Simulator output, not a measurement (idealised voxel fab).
The document below concerns the process module designated voxel double patterning.
Displayed cross-section: cut, width of 240 nm, square cells sized 5 nm.
The cross-sections in this document take the form of a grid made of square cells. They are written out as bands, in order from top to bottom. Each band consists of one or more rows of cells.
Heads up on the band format: heights come first, top then bottom, in nm. After that it's the materials left to right, each with its width in nm. A single material flagged "edge to edge" fills the whole band edge to edge, and "air" means there's empty space there.
Convention: height 0 is the level below which the wafer, as received, is all one material. The lowest band does not terminate at the bottom but continues downward, represented as "0 and below".
Per-row width for "30->40": begins at first number (top row of band), ends at second number (bottom row), increment between rows held constant.
Where the words "everything unchanged" appear for a step, the cross-section shows no cell changed by that step; every cell remained as before.
"closed voids" - sealed voids, min. 8 cells, no opening to top; format: width x height at distance (distance from left edge; nm throughout).
If you see something after the settings on a step's line, that's the simulator's own remark about that step.
The setting "overlay nm" may be written on the line of a step. When the step uses a mask, the value reports how far to the right of the planned place the mask lay, and a negative value reports that it lay to the left.
# Steps planned for the process
| 1 | op RECEIVE | material Si |
| 2 | op CONFORMAL_DEP | material SiN | thk nm 5 |
| 3 | op DIRECTIONAL_DEP | material SiO2 | thk nm 10 |
| 4 | op DIRECTIONAL_DEP | material SiCN | thk nm 10 |
| 5 | op PATTERN | tone open | mask id FIRST | material resist | width nm 15 | pitch nm 50 | thk nm 15 | overlay nm 0 |
| 6 | op DIRECTIONAL_ETCH | etch materials SiCN | depth nm 10 |
| 7 | op STRIP | etch materials resist |
| 8 | op MASKED_ETCH | tone open | mask id SECOND | width nm 15 | pitch nm 50 | etch materials SiCN | depth nm 10 | overlay nm 0 |
| 9 | op DIRECTIONAL_ETCH | etch materials SiO2 | depth nm 10 |
| 10 | op STRIP | etch materials SiCN |
# as received, after step 1
    0 and below  Si edge to edge
    closed voids: none
# This is how the wafer looks in cross-section once the module is done, given the starting state and plan above and one mistake in carrying the plan out
    15 down to 5  SiO2 60 nm  air 15 nm  SiO2 20 nm  air 30 nm  SiO2 20 nm  air 30 nm  SiO2 65 nm
    5 down to 0  SiN edge to edge
    0 and below  Si edge to edge
    closed voids: none
Nonconformance to the process plan: step 8 was not run as planned; what actually ran was op MASKED_ETCH | tone open | mask id SECOND | width nm 15 | pitch nm 50 | etch materials SiCN | depth nm 10 | overlay nm 10
